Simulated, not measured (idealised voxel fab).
Process module under the name voxel transistor to metal
The cross-section on display is named cut; it measures 190 nm wide, and its cells are 5 nm squares.
In this document a cross-section is written as a grid of square cells. It is given as a series of bands, listed from the top down, and a band is one or more rows of cells.
First you get the band's top height and its bottom height, in nm, and then the materials it's made of, left to right, with each width in nm. If you see a single material with "edge to edge", that one covers the band edge to edge. "blank" is empty space.
Beneath 0, the wafer as received is one material, and that level is where height counting begins. The lowest band goes on downward without a bottom; it is written like "z 0 and below".
A width given as "30..40" starts at the first number in the band's top row and ends at the second number in its bottom row, shifting by an equal amount at every step from row to row.
Reading "nothing different" for a step: not a cell of the cross-section changed in it.
The entry "Unvented internal voids" lists the empty spaces that cover at least 8 cells and have no open path to the top. Each is written as width x height at distance, where the distance is measured from the left edge and all three values are in nm.
Step line, after settings: the simulator's comment on this step.
Steps that use a mask can have "overlay nm" on their line. It says how far the mask sat to the right of where it was meant to be. Negative means to the left.
Pairs from here to the end. Each: cross-section before one process step, cross-section after it, the latter only as far down as the lowest band that changed. Under each: the step between, and its settings. Mind that the pairs may be taken from different runs of this module on the same starting wafer; whether a pair continues from the pair above depends on its entry headed "Incoming profile", and it does only where that entry says so.
**Incoming profile**
> z 55 to 40 | SiO2 45 nm  SiN 5 nm  Ru 15 nm  SiN 5 nm  SiO2 45 nm  SiN 5 nm  Ru 15 nm  SiN 5 nm  SiO2 50 nm
> z 40 to 35 | SiN 50 nm  TiN 15 nm  SiN 55 nm  TiN 15 nm  SiN 55 nm
> z 35 to 25 | SiO2 50 nm  TiN 5 nm  W 20..15 nm  TiN 5..10 nm  SiO2 25 nm  TiN 5..10 nm  W 20..15 nm  TiN 5 nm  SiO2 55 nm
> z 25 to 15 | SiO2 50 nm  TiN 5 nm  W 15 nm  TiN 5 nm  SiN 5 nm  SiO2 5 nm  SiCN 15 nm  SiO2 5 nm  SiN 5 nm  TiN 5 nm  W 15 nm  TiN 5 nm  SiO2 55 nm
> z 15 to 10 | SiO2 50 nm  TiN 5 nm  W 15 nm  TiN 5 nm  SiN 5 nm  SiO2 5 nm  polySi 15 nm  SiO2 5 nm  SiN 5 nm  TiN 5 nm  W 15 nm  TiN 5 nm  SiO2 55 nm
> z 10 to 5 | SiO2 50 nm  TiN 25 nm  SiN 5 nm  SiO2 5 nm  polySi 15 nm  SiO2 5 nm  SiN 5 nm  TiN 25 nm  SiO2 55 nm
> z 5 to -5 | SiO2 40 nm  SiN 5 nm  SiO2 5 nm  TiN 10 nm  nSi 15 nm  SiN 5 nm  SiO2 5 nm  polySi 15 nm  SiO2 5 nm  SiN 5 nm  nSi 15 nm  TiN 10 nm  SiO2 10 nm  SiN 5 nm  SiO2 40 nm
> z -5 to -10 | SiO2 50 nm  TiN 10 nm  nSi 15 nm  SiO2 35 nm  nSi 15 nm  TiN 10 nm  SiO2 55 nm
> z -10 to -25 | SiO2 45 nm  nSi 30 nm  Si 35 nm  nSi 35 nm  SiO2 45 nm
> z -25 to -40 | SiO2 45 nm  Si 100 nm  SiO2 45 nm
> z -40 and below | Si edge to edge
> Unvented internal voids: none
**Sectional Result**
> z 60 to 55 | SiCN edge to edge
> Rest of section, below 55: as before.
> Unvented internal voids: none
Between the cross-sections above, the step performed was CONFORMAL_DEP with material SiCN, thk nm 5
Incoming profile: see the after view in the pair directly above.
**Sectional Result**
> z 90 to 60 | SiO2 edge to edge
> Rest of section, below 60: as before.
> Unvented internal voids: none
Between the cross-sections above, the step performed was DIRECTIONAL_DEP with material SiO2, thk nm 30
Incoming profile: see the after view in the pair directly above.
**Sectional Result**
> z 105 to 90 | aC edge to edge
> Rest of section, below 90: as before.
> Unvented internal voids: none
Between the cross-sections above, the step performed was DIRECTIONAL_DEP with material aC, thk nm 15
Incoming profile: see the after view in the pair directly above.
**Sectional Result**
> z 135 to 105 | resist 50 nm  blank 15 nm  resist 55 nm  blank 15 nm  resist 55 nm
> Rest of section, below 105: as before.
> Unvented internal voids: none
Between the cross-sections above, the step performed was PATTERN with tone open, mask id METAL_2, material resist, width nm 15, pitch nm 70, thk nm 30, overlay nm 0
Incoming profile: see the after view in the pair directly above.
**Sectional Result**
> z 120 to 105 | resist 50 nm  blank 15 nm  resist 55 nm  blank 15 nm  resist 55 nm
> z 105 to 90 | aC 50 nm  blank 15 nm  aC 55 nm  blank 15 nm  aC 55 nm
> Rest of section, below 90: as before.
> Unvented internal voids: none
Between the cross-sections above, the step performed was DIRECTIONAL_ETCH with etch materials aC, depth nm 15
Incoming profile: see the after view in the pair directly above.
**Sectional Result**
> z 105 to 90 | aC 50 nm  blank 15 nm  aC 55 nm  blank 15 nm  aC 55 nm
> Rest of section, below 90: as before.
> Unvented internal voids: none
Between the cross-sections above, the step performed was STRIP with etch materials resist
Incoming profile: see the after view in the pair directly above.
**Sectional Result**
> z 105 to 90 | aC 50 nm  blank 15 nm  aC 55 nm  blank 15 nm  aC 55 nm
> z 90 to 70 | SiO2 50 nm  blank 15 nm  SiO2 55 nm  blank 15 nm  SiO2 55 nm
> Rest of section, below 70: as before.
> Unvented internal voids: none
Between the cross-sections above, the step performed was DIRECTIONAL_ETCH with etch materials SiO2, depth nm 20
Incoming profile: see the after view in the pair directly above.
**Sectional Result**
> z 90 to 70 | SiO2 50 nm  blank 15 nm  SiO2 55 nm  blank 15 nm  SiO2 55 nm
> Rest of section, below 70: as before.
> Unvented internal voids: none
Between the cross-sections above, the step performed was STRIP with etch materials aC
Incoming profile: see the after view in the pair directly above.
**Sectional Result**
> z 90 to 60 | SiO2 50 nm  blank 15 nm  SiO2 55 nm  blank 15 nm  SiO2 55 nm
> Rest of section, below 60: as before.
> Unvented internal voids: none
Between the cross-sections above, the step performed was MASKED_ETCH with tone open, mask id METAL_2_HOLES, width nm 15, pitch nm 70, etch materials SiO2, depth nm 10, overlay nm 0
Incoming profile: see the after view in the pair directly above.
**Sectional Result**
> z 90 to 60 | SiO2 50 nm  blank 15 nm  SiO2 55 nm  blank 15 nm  SiO2 55 nm
> z 60 to 55 | SiCN 50 nm  blank 15 nm  SiCN 55 nm  blank 15 nm  SiCN 55 nm
> Rest of section, below 55: as before.
> Unvented internal voids: none
Between the cross-sections above, the step performed was MASKED_ETCH with tone open, mask id METAL_2_HOLES, width nm 15, pitch nm 70, etch materials SiCN, depth nm 5, overlay nm 0
Incoming profile: see the after view in the pair directly above.
**Sectional Result**
> z 95 to 90 | TiN 55 nm  blank 5 nm  TiN 65 nm  blank 5 nm  TiN 60 nm
> z 90 to 60 | SiO2 50 nm  TiN 5 nm  blank 5 nm  TiN 5 nm  SiO2 55 nm  TiN 5 nm  blank 5 nm  TiN 5 nm  SiO2 55 nm
> z 60 to 55 | SiCN 50 nm  TiN 15 nm  SiCN 55 nm  TiN 15 nm  SiCN 55 nm
> Rest of section, below 55: as before.
> Unvented internal voids: none
Between the cross-sections above, the step performed was CONFORMAL_DEP with material TiN, thk nm 5
Incoming profile: see the after view in the pair directly above.
**Sectional Result**
> z 100 to 95 | Cu edge to edge
> z 95 to 90 | TiN 55 nm  Cu 5 nm  TiN 65 nm  Cu 5 nm  TiN 60 nm
> z 90 to 60 | SiO2 50 nm  TiN 5 nm  Cu 5 nm  TiN 5 nm  SiO2 55 nm  TiN 5 nm  Cu 5 nm  TiN 5 nm  SiO2 55 nm
> Rest of section, below 60: as before.
> Unvented internal voids: none
Between the cross-sections above, the step performed was FILL_DEP with material Cu, thk nm 5
Incoming profile: see the after view in the pair directly above.
**Sectional Result**
> z 90 to 60 | SiO2 50 nm  TiN 5 nm  Cu 5 nm  TiN 5 nm  SiO2 55 nm  TiN 5 nm  Cu 5 nm  TiN 5 nm  SiO2 55 nm
> Rest of section, below 60: as before.
> Unvented internal voids: none
Between the cross-sections above, the step performed was CMP with height nm 90
Incoming profile: see the after view in the pair directly above.
**Sectional Result**
> z 95 to 90 | SiCN edge to edge
> Rest of section, below 90: as before.
> Unvented internal voids: none
Between the cross-sections above, the step performed was CONFORMAL_DEP with material SiCN, thk nm 5
**Incoming profile**
> z 90 to 70 | SiO2 50 nm  blank 15 nm  SiO2 55 nm  blank 15 nm  SiO2 55 nm
> z 70 to 60 | SiO2 edge to edge
> z 60 to 55 | SiCN edge to edge
> z 55 to 40 | SiO2 45 nm  SiN 5 nm  Ru 15 nm  SiN 5 nm  SiO2 45 nm  SiN 5 nm  Ru 15 nm  SiN 5 nm  SiO2 50 nm
> z 40 to 35 | SiN 50 nm  TiN 15 nm  SiN 55 nm  TiN 15 nm  SiN 55 nm
> z 35 to 25 | SiO2 50 nm  TiN 5 nm  W 20..15 nm  TiN 5..10 nm  SiO2 25 nm  TiN 5..10 nm  W 20..15 nm  TiN 5 nm  SiO2 55 nm
> z 25 to 15 | SiO2 50 nm  TiN 5 nm  W 15 nm  TiN 5 nm  SiN 5 nm  SiO2 5 nm  SiCN 15 nm  SiO2 5 nm  SiN 5 nm  TiN 5 nm  W 15 nm  TiN 5 nm  SiO2 55 nm
> z 15 to 10 | SiO2 50 nm  TiN 5 nm  W 15 nm  TiN 5 nm  SiN 5 nm  SiO2 5 nm  polySi 15 nm  SiO2 5 nm  SiN 5 nm  TiN 5 nm  W 15 nm  TiN 5 nm  SiO2 55 nm
> z 10 to 5 | SiO2 50 nm  TiN 25 nm  SiN 5 nm  SiO2 5 nm  polySi 15 nm  SiO2 5 nm  SiN 5 nm  TiN 25 nm  SiO2 55 nm
> z 5 to -5 | SiO2 40 nm  SiN 5 nm  SiO2 5 nm  TiN 10 nm  nSi 15 nm  SiN 5 nm  SiO2 5 nm  polySi 15 nm  SiO2 5 nm  SiN 5 nm  nSi 15 nm  TiN 10 nm  SiO2 5 nm  SiN 5 nm  SiO2 45 nm
> z -5 to -10 | SiO2 50 nm  TiN 10 nm  nSi 15 nm  SiO2 35 nm  nSi 15 nm  TiN 10 nm  SiO2 55 nm
> z -10 to -25 | SiO2 45 nm  nSi 30 nm  Si 35 nm  nSi 30 nm  SiO2 50 nm
> z -25 to -40 | SiO2 45 nm  Si 95 nm  SiO2 50 nm
> z -40 and below | Si edge to edge
> Unvented internal voids: none
**Sectional Result**
> z 90 to 80 | SiO2 45 nm  blank 20 nm  SiO2 50 nm  blank 20 nm  SiO2 55 nm
> z 80 to 70 | SiO2 50 nm  blank 15 nm  SiO2 55 nm  blank 15 nm  SiO2 55 nm
> z 70 to 60 | SiO2 50 nm  blank 10 nm  SiO2 60 nm  blank 10 nm  SiO2 60 nm
> Rest of section, below 60: as before.
> Unvented internal voids: none
Between the cross-sections above, the step performed was MASKED_ETCH with tone open, mask id METAL_2_HOLES, width nm 15, pitch nm 70, etch materials SiO2, depth nm 10, overlay nm -5
Incoming profile: see the after view in the pair directly above.
**Sectional Result**
> z 90 to 80 | SiO2 45 nm  blank 20 nm  SiO2 50 nm  blank 20 nm  SiO2 55 nm
> z 80 to 70 | SiO2 50 nm  blank 15 nm  SiO2 55 nm  blank 15 nm  SiO2 55 nm
> z 70 to 60 | SiO2 50 nm  blank 10 nm  SiO2 60 nm  blank 10 nm  SiO2 60 nm
> z 60 to 55 | SiCN 50 nm  blank 10 nm  SiCN 60 nm  blank 10 nm  SiCN 60 nm
> Rest of section, below 55: as before.
> Unvented internal voids: none
Between the cross-sections above, the step performed was MASKED_ETCH with tone open, mask id METAL_2_HOLES, width nm 15, pitch nm 70, etch materials SiCN, depth nm 5, overlay nm 0
Incoming profile: see the after view in the pair directly above.
**Sectional Result**
> z 95 to 90 | TiN 50 nm  blank 10 nm  TiN 60 nm  blank 10 nm  TiN 60 nm
> z 90 to 80 | SiO2 45 nm  TiN 5..10 nm  blank 10..5 nm  TiN 5 nm  SiO2 50 nm  TiN 5..10 nm  blank 10..5 nm  TiN 5 nm  SiO2 55 nm
> z 80 to 75 | SiO2 50 nm  TiN 5 nm  blank 5 nm  TiN 5 nm  SiO2 55 nm  TiN 5 nm  blank 5 nm  TiN 5 nm  SiO2 55 nm
> z 75 to 70 | SiO2 50 nm  TiN 15 nm  SiO2 55 nm  TiN 15 nm  SiO2 55 nm
> z 70 to 60 | SiO2 50 nm  TiN 10 nm  SiO2 60 nm  TiN 10 nm  SiO2 60 nm
> z 60 to 55 | SiCN 50 nm  TiN 10 nm  SiCN 60 nm  TiN 10 nm  SiCN 60 nm
> Rest of section, below 55: as before.
> Unvented internal voids: none
Between the cross-sections above, the step performed was CONFORMAL_DEP with material TiN, thk nm 5
Incoming profile: see the after view in the pair directly above.
**Sectional Result**
> z 100 to 95 | Cu edge to edge
> z 95 to 90 | TiN 50 nm  Cu 10 nm  TiN 60 nm  Cu 10 nm  TiN 60 nm
> z 90 to 80 | SiO2 45 nm  TiN 5..10 nm  Cu 10..5 nm  TiN 5 nm  SiO2 50 nm  TiN 5..10 nm  Cu 10..5 nm  TiN 5 nm  SiO2 55 nm
> z 80 to 75 | SiO2 50 nm  TiN 5 nm  Cu 5 nm  TiN 5 nm  SiO2 55 nm  TiN 5 nm  Cu 5 nm  TiN 5 nm  SiO2 55 nm
> Rest of section, below 75: as before.
> Unvented internal voids: none
Between the cross-sections above, the step performed was FILL_DEP with material Cu, thk nm 5
Incoming profile: see the after view in the pair directly above.
**Sectional Result**
> z 90 to 80 | SiO2 45 nm  TiN 5..10 nm  Cu 10..5 nm  TiN 5 nm  SiO2 50 nm  TiN 5..10 nm  Cu 10..5 nm  TiN 5 nm  SiO2 55 nm
> Rest of section, below 80: as before.
> Unvented internal voids: none
Between the cross-sections above, the step performed was CMP with height nm 90
Incoming profile: see the after view in the pair directly above.
**Sectional Result**
> z 95 to 90 | SiCN edge to edge
> Rest of section, below 90: as before.
> Unvented internal voids: none
Between the cross-sections above, the step performed was CONFORMAL_DEP with material SiCN, thk nm 5
**Incoming profile**
> z 95 to 90 | TiN 55 nm  blank 5 nm  TiN 65 nm  blank 5 nm  TiN 60 nm
> z 90 to 60 | SiO2 50 nm  TiN 5 nm  blank 5 nm  TiN 5 nm  SiO2 55 nm  TiN 5 nm  blank 5 nm  TiN 5 nm  SiO2 55 nm
> z 60 to 55 | SiCN 50 nm  TiN 15 nm  SiCN 55 nm  TiN 15 nm  SiCN 55 nm
> z 55 to 40 | SiO2 45 nm  SiN 5 nm  Ru 15 nm  SiN 5 nm  SiO2 45 nm  SiN 5 nm  Ru 15 nm  SiN 5 nm  SiO2 50 nm
> z 40 to 35 | SiN 50 nm  TiN 15 nm  SiN 55 nm  TiN 15 nm  SiN 55 nm
> z 35 to 25 | SiO2 50 nm  TiN 5 nm  W 20..15 nm  TiN 5..10 nm  SiO2 25 nm  TiN 5..10 nm  W 20..15 nm  TiN 5 nm  SiO2 55 nm
> z 25 to 15 | SiO2 50 nm  TiN 5 nm  W 15 nm  TiN 5 nm  SiN 5 nm  SiO2 5 nm  SiCN 15 nm  SiO2 5 nm  SiN 5 nm  TiN 5 nm  W 15 nm  TiN 5 nm  SiO2 55 nm
> z 15 to 10 | SiO2 50 nm  TiN 5 nm  W 15 nm  TiN 5 nm  SiN 5 nm  SiO2 5 nm  polySi 15 nm  SiO2 5 nm  SiN 5 nm  TiN 5 nm  W 15 nm  TiN 5 nm  SiO2 55 nm
> z 10 to 5 | SiO2 50 nm  TiN 25 nm  SiN 5 nm  SiO2 5 nm  polySi 15 nm  SiO2 5 nm  SiN 5 nm  TiN 25 nm  SiO2 55 nm
> z 5 to -5 | SiO2 40 nm  SiN 5 nm  SiO2 5 nm  TiN 10 nm  nSi 15 nm  SiN 5 nm  SiO2 5 nm  polySi 15 nm  SiO2 5 nm  SiN 5 nm  nSi 15 nm  TiN 10 nm  SiO2 5 nm  SiN 5 nm  SiO2 45 nm
> z -5 to -10 | SiO2 50 nm  TiN 10 nm  nSi 15 nm  SiO2 35 nm  nSi 15 nm  TiN 10 nm  SiO2 55 nm
> z -10 to -25 | SiO2 45 nm  nSi 30 nm  Si 35 nm  nSi 30 nm  SiO2 50 nm
> z -25 to -40 | SiO2 45 nm  Si 95 nm  SiO2 50 nm
> z -40 and below | Si edge to edge
> Unvented internal voids: none
**Sectional Result**
> z 100 to 95 | W edge to edge
> z 95 to 90 | TiN 55 nm  W 5 nm  TiN 65 nm  W 5 nm  TiN 60 nm
> z 90 to 60 | SiO2 50 nm  TiN 5 nm  W 5 nm  TiN 5 nm  SiO2 55 nm  TiN 5 nm  W 5 nm  TiN 5 nm  SiO2 55 nm
> Rest of section, below 60: as before.
> Unvented internal voids: none
Between the cross-sections above, the step performed was FILL_DEP with material W, thk nm 5
Incoming profile: see the after view in the pair directly above.
**Sectional Result**
> z 90 to 60 | SiO2 50 nm  TiN 5 nm  W 5 nm  TiN 5 nm  SiO2 55 nm  TiN 5 nm  W 5 nm  TiN 5 nm  SiO2 55 nm
> Rest of section, below 60: as before.
> Unvented internal voids: none
Between the cross-sections above, the step performed was CMP with height nm 90
Incoming profile: see the after view in the pair directly above.
**Sectional Result**
> z 95 to 90 | SiCN edge to edge
> Rest of section, below 90: as before.
> Unvented internal voids: none
Between the cross-sections above, the step performed was CONFORMAL_DEP with material SiCN, thk nm 5
**Incoming profile**
> z 35 to 25 | SiCN 35 nm  blank 115 nm  SiCN 40 nm
> z 25 to 15 | polySi 35 nm  SiCN 115 nm  polySi 40 nm
> z 15 to 5 | polySi edge to edge
> z 5 to -5 | SiO2 35 nm  polySi 115 nm  SiO2 40 nm
> z -5 to -10 | SiO2 edge to edge
> z -10 to -40 | SiO2 45 nm  Si 95 nm  SiO2 50 nm
> z -40 and below | Si edge to edge
> Unvented internal voids: none
**Sectional Result**
> z 35 to 25 | SiCN 35 nm  blank 115 nm  SiCN 40 nm
> z 25 to 15 | polySi 35 nm  SiCN 50 nm  blank 15 nm  SiCN 50 nm  polySi 40 nm
> Rest of section, below 15: as before.
> Unvented internal voids: none
Between the cross-sections above, the step performed was MASKED_ETCH with tone open, mask id GATE, width nm 15, etch materials SiCN, depth nm 20, overlay nm 0
Incoming profile: see the after view in the pair directly above.
**Sectional Result**
> z 40 to 35 | SiO2 40 nm  blank 105 nm  SiO2 45 nm
> z 35 to 25 | SiCN 35 nm  SiO2 5..55 nm  blank 105..5 nm  SiO2 5..55 nm  SiCN 40 nm
> z 25 to 20 | polySi 35 nm  SiCN 50 nm  SiO2 5 nm  blank 5 nm  SiO2 5 nm  SiCN 50 nm  polySi 40 nm
> z 20 to 15 | polySi 35 nm  SiCN 50 nm  SiO2 15 nm  SiCN 50 nm  polySi 40 nm
> Rest of section, below 15: as before.
> Unvented internal voids: none
Between the cross-sections above, the step performed was CONFORMAL_DEP with material SiO2, thk nm 5
Incoming profile: see the after view in the pair directly above.
**Sectional Result**
> z 35 to 25 | SiCN 35 nm  SiO2 5 nm  blank 105 nm  SiO2 5 nm  SiCN 40 nm
> z 25 to 15 | polySi 35 nm  SiCN 50 nm  SiO2 5 nm  blank 5 nm  SiO2 5 nm  SiCN 50 nm  polySi 40 nm
> Rest of section, below 15: as before.
> Unvented internal voids: none
Between the cross-sections above, the step performed was DIRECTIONAL_ETCH with etch materials SiO2, depth nm 5
Incoming profile: see the after view in the pair directly above.
**Sectional Result**
> z 40 to 35 | SiN 45 nm  blank 95 nm  SiN 50 nm
> z 35 to 30 | SiCN 35 nm  SiO2 5 nm  SiN 5 nm  blank 95 nm  SiN 5 nm  SiO2 5 nm  SiCN 40 nm
> z 30 to 25 | SiCN 35 nm  SiO2 5 nm  SiN 105 nm  SiO2 5 nm  SiCN 40 nm
> z 25 to 15 | polySi 35 nm  SiCN 50 nm  SiO2 5 nm  SiN 5 nm  SiO2 5 nm  SiCN 50 nm  polySi 40 nm
> Rest of section, below 15: as before.
> Unvented internal voids: none
Between the cross-sections above, the step performed was CONFORMAL_DEP with material SiN, thk nm 5
Incoming profile: see the after view in the pair directly above.
**Sectional Result**
> z 35 to 25 | SiCN 35 nm  SiO2 5 nm  SiN 5 nm  blank 95 nm  SiN 5 nm  SiO2 5 nm  SiCN 40 nm
> Rest of section, below 25: as before.
> Unvented internal voids: none
Between the cross-sections above, the step performed was DIRECTIONAL_ETCH with etch materials SiN, depth nm 5
Incoming profile: see the after view in the pair directly above.
**Sectional Result**
> z 35 to 30 | SiCN 35 nm  blank 5 nm  SiN 5 nm  blank 95 nm  SiN 5 nm  blank 5 nm  SiCN 40 nm
> z 30 to 25 | SiCN 35 nm  SiO2 5 nm  SiN 5 nm  blank 95 nm  SiN 5 nm  SiO2 5 nm  SiCN 40 nm
> z 25 to 20 | polySi 35 nm  SiCN 50 nm  blank 5 nm  SiN 5 nm  blank 5 nm  SiCN 50 nm  polySi 40 nm
> Rest of section, below 20: as before.
> Unvented internal voids: none
Between the cross-sections above, the step performed was DIRECTIONAL_ETCH with etch materials SiO2, depth nm 5
Incoming profile: see the after view in the pair directly above.
**Sectional Result**
> z 45 to 35 | SiO2 edge to edge
> z 35 to 25 | SiCN 35 nm  SiO2 5 nm  SiN 5 nm  SiO2 95 nm  SiN 5 nm  SiO2 5 nm  SiCN 40 nm
> z 25 to 15 | polySi 35 nm  SiCN 50 nm  SiO2 5 nm  SiN 5 nm  SiO2 5 nm  SiCN 50 nm  polySi 40 nm
> Rest of section, below 15: as before.
> Unvented internal voids: none
Between the cross-sections above, the step performed was FILL_DEP with material SiO2, thk nm 10
Incoming profile: see the after view in the pair directly above.
**Sectional Result**
> z 25 to 15 | polySi 35 nm  SiCN 50 nm  SiO2 5 nm  SiN 5 nm  SiO2 5 nm  SiCN 50 nm  polySi 40 nm
> Rest of section, below 15: as before.
> Unvented internal voids: none
Between the cross-sections above, the step performed was CMP with height nm 25
Incoming profile: see the after view in the pair directly above.
**Sectional Result**
> z 35 to 25 | SiO2 edge to edge
> Rest of section, below 25: as before.
> Unvented internal voids: none
Between the cross-sections above, the step performed was DIRECTIONAL_DEP with material SiO2, thk nm 10
Incoming profile: see the after view in the pair directly above.
**Sectional Result**
> z 45 to 35 | aC edge to edge
> Rest of section, below 35: as before.
> Unvented internal voids: none
Between the cross-sections above, the step performed was DIRECTIONAL_DEP with material aC, thk nm 10
Incoming profile: see the after view in the pair directly above.
**Sectional Result**
> z 75 to 45 | resist 50 nm  blank 30 nm  resist 25 nm  blank 30 nm  resist 55 nm
> Rest of section, below 45: as before.
> Unvented internal voids: none
Between the cross-sections above, the step performed was PATTERN with tone open, mask id CONTACT, material resist, width nm 30, pitch nm 55, thk nm 30, overlay nm 0
Incoming profile: see the after view in the pair directly above.
**Sectional Result**
> z 65 to 45 | resist 50 nm  blank 30 nm  resist 25 nm  blank 30 nm  resist 55 nm
> z 45 to 35 | aC 50 nm  blank 30 nm  aC 25 nm  blank 30 nm  aC 55 nm
> Rest of section, below 35: as before.
> Unvented internal voids: none
Between the cross-sections above, the step performed was DIRECTIONAL_ETCH with etch materials aC, depth nm 10
Incoming profile: see the after view in the pair directly above.
**Sectional Result**
> z 45 to 35 | aC 50 nm  blank 30 nm  aC 25 nm  blank 30 nm  aC 55 nm
> Rest of section, below 35: as before.
> Unvented internal voids: none
Between the cross-sections above, the step performed was STRIP with etch materials resist
Incoming profile: see the after view in the pair directly above.
**Sectional Result**
> z 45 to 35 | aC 50 nm  blank 30 nm  aC 25 nm  blank 30 nm  aC 55 nm
> z 35 to 25 | SiO2 50 nm  blank 30 nm  SiO2 25 nm  blank 30 nm  SiO2 55 nm
> Rest of section, below 25: as before.
> Unvented internal voids: none
Between the cross-sections above, the step performed was DIRECTIONAL_ETCH with etch materials SiO2, depth nm 45
Incoming profile: see the after view in the pair directly above.
**Sectional Result**
> z 35 to 25 | SiO2 50 nm  blank 30 nm  SiO2 25 nm  blank 30 nm  SiO2 55 nm
> Rest of section, below 25: as before.
> Unvented internal voids: none
Between the cross-sections above, the step performed was STRIP with etch materials aC
Incoming profile: see the after view in the pair directly above.
**Sectional Result**
> z 40 to 35 | TiN 55 nm  blank 20 nm  TiN 35 nm  blank 20 nm  TiN 60 nm
> z 35 to 30 | SiO2 50 nm  TiN 5 nm  blank 20 nm  TiN 5 nm  SiO2 25 nm  TiN 5 nm  blank 20 nm  TiN 5 nm  SiO2 55 nm
> z 30 to 25 | SiO2 50 nm  TiN 30 nm  SiO2 25 nm  TiN 30 nm  SiO2 55 nm
> Rest of section, below 25: as before.
> Unvented internal voids: none
Between the cross-sections above, the step performed was CONFORMAL_DEP with material TiN, thk nm 5
Incoming profile: see the after view in the pair directly above.
**Sectional Result**
> z 50 to 40 | W edge to edge
> z 40 to 35 | TiN 55 nm  W 20 nm  TiN 35 nm  W 20 nm  TiN 60 nm
> z 35 to 30 | SiO2 50 nm  TiN 5 nm  W 20 nm  TiN 5 nm  SiO2 25 nm  TiN 5 nm  W 20 nm  TiN 5 nm  SiO2 55 nm
> Rest of section, below 30: as before.
> Unvented internal voids: none
Between the cross-sections above, the step performed was FILL_DEP with material W, thk nm 10
Incoming profile: see the after view in the pair directly above.
**Sectional Result**
> z 35 to 30 | SiO2 50 nm  TiN 5 nm  W 20 nm  TiN 5 nm  SiO2 25 nm  TiN 5 nm  W 20 nm  TiN 5 nm  SiO2 55 nm
> Rest of section, below 30: as before.
> Unvented internal voids: none
Between the cross-sections above, the step performed was CMP with height nm 35
Incoming profile: see the after view in the pair directly above.
**Sectional Result**
> z 40 to 35 | TiN edge to edge
> Rest of section, below 35: as before.
> Unvented internal voids: none
Between the cross-sections above, the step performed was DIRECTIONAL_DEP with material TiN, thk nm 5
Incoming profile: see the after view in the pair directly above.
**Sectional Result**
> z 55 to 40 | Ru edge to edge
> Rest of section, below 40: as before.
> Unvented internal voids: none
Between the cross-sections above, the step performed was DIRECTIONAL_DEP with material Ru, thk nm 15
Incoming profile: see the after view in the pair directly above.
**Sectional Result**
> z 75 to 55 | blank 50 nm  resist 15 nm  blank 55 nm  resist 15 nm  blank 55 nm
> Rest of section, below 55: as before.
> Unvented internal voids: none
Between the cross-sections above, the step performed was PATTERN with tone cover, mask id METAL_1, material resist, width nm 15, pitch nm 70, thk nm 20, overlay nm 0
Incoming profile: see the after view in the pair directly above.
**Sectional Result**
> z 75 to 55 | blank 50 nm  resist 15 nm  blank 55 nm  resist 15 nm  blank 55 nm
> z 55 to 40 | blank 50 nm  Ru 15 nm  blank 55 nm  Ru 15 nm  blank 55 nm
> Rest of section, below 40: as before.
> Unvented internal voids: none
Between the cross-sections above, the step performed was DIRECTIONAL_ETCH with etch materials Ru, depth nm 15
Incoming profile: see the after view in the pair directly above.
**Sectional Result**
> z 75 to 55 | blank 50 nm  resist 15 nm  blank 55 nm  resist 15 nm  blank 55 nm
> z 55 to 40 | blank 50 nm  Ru 15 nm  blank 55 nm  Ru 15 nm  blank 55 nm
> z 40 to 35 | blank 50 nm  TiN 15 nm  blank 55 nm  TiN 15 nm  blank 55 nm
> Rest of section, below 35: as before.
> Unvented internal voids: none
Between the cross-sections above, the step performed was DIRECTIONAL_ETCH with etch materials TiN, depth nm 5
Incoming profile: see the after view in the pair directly above.
**Sectional Result**
> z 55 to 40 | blank 50 nm  Ru 15 nm  blank 55 nm  Ru 15 nm  blank 55 nm
> Rest of section, below 40: as before.
> Unvented internal voids: none
Between the cross-sections above, the step performed was STRIP with etch materials resist
Incoming profile: see the after view in the pair directly above.
**Sectional Result**
> z 60 to 55 | blank 45 nm  SiN 25 nm  blank 45 nm  SiN 25 nm  blank 50 nm
> z 55 to 40 | blank 45 nm  SiN 5 nm  Ru 15 nm  SiN 5 nm  blank 45 nm  SiN 5 nm  Ru 15 nm  SiN 5 nm  blank 50 nm
> z 40 to 35 | SiN 50 nm  TiN 15 nm  SiN 55 nm  TiN 15 nm  SiN 55 nm
> Rest of section, below 35: as before.
> Unvented internal voids: none
Between the cross-sections above, the step performed was CONFORMAL_DEP with material SiN, thk nm 5
Incoming profile: see the after view in the pair directly above.
**Sectional Result**
> z 65 to 60 | SiO2 edge to edge
> z 60 to 55 | SiO2 45 nm  SiN 25 nm  SiO2 45 nm  SiN 25 nm  SiO2 50 nm
> z 55 to 40 | SiO2 45 nm  SiN 5 nm  Ru 15 nm  SiN 5 nm  SiO2 45 nm  SiN 5 nm  Ru 15 nm  SiN 5 nm  SiO2 50 nm
> Rest of section, below 40: as before.
> Unvented internal voids: none
Between the cross-sections above, the step performed was FILL_DEP with material SiO2, thk nm 5
Incoming profile: see the after view in the pair directly above.
**Sectional Result**
> z 55 to 40 | SiO2 45 nm  SiN 5 nm  Ru 15 nm  SiN 5 nm  SiO2 45 nm  SiN 5 nm  Ru 15 nm  SiN 5 nm  SiO2 50 nm
> Rest of section, below 40: as before.
> Unvented internal voids: none
Between the cross-sections above, the step performed was CMP with height nm 55
Incoming profile: see the after view in the pair directly above.
**Sectional Result**
> z 60 to 55 | SiCN edge to edge
> Rest of section, below 55: as before.
> Unvented internal voids: none
Between the cross-sections above, the step performed was CONFORMAL_DEP with material SiCN, thk nm 5
Incoming profile: see the after view in the pair directly above.
**Sectional Result**
> z 90 to 60 | SiO2 edge to edge
> Rest of section, below 60: as before.
> Unvented internal voids: none
Between the cross-sections above, the step performed was DIRECTIONAL_DEP with material SiO2, thk nm 30
Incoming profile: see the after view in the pair directly above.
**Sectional Result**
> z 105 to 90 | aC edge to edge
> Rest of section, below 90: as before.
> Unvented internal voids: none
Between the cross-sections above, the step performed was DIRECTIONAL_DEP with material aC, thk nm 15
Incoming profile: see the after view in the pair directly above.
**Sectional Result**
> z 135 to 105 | resist 50 nm  blank 15 nm  resist 55 nm  blank 15 nm  resist 55 nm
> Rest of section, below 105: as before.
> Unvented internal voids: none
Between the cross-sections above, the step performed was PATTERN with tone open, mask id METAL_2, material resist, width nm 15, pitch nm 70, thk nm 30, overlay nm 0
Incoming profile: see the after view in the pair directly above.
**Sectional Result**
> z 120 to 105 | resist 50 nm  blank 15 nm  resist 55 nm  blank 15 nm  resist 55 nm
> z 105 to 90 | aC 50 nm  blank 15 nm  aC 55 nm  blank 15 nm  aC 55 nm
> Rest of section, below 90: as before.
> Unvented internal voids: none
Between the cross-sections above, the step performed was DIRECTIONAL_ETCH with etch materials aC, depth nm 15
Incoming profile: see the after view in the pair directly above.
**Sectional Result**
> z 105 to 90 | aC 50 nm  blank 15 nm  aC 55 nm  blank 15 nm  aC 55 nm
> Rest of section, below 90: as before.
> Unvented internal voids: none
Between the cross-sections above, the step performed was STRIP with etch materials resist
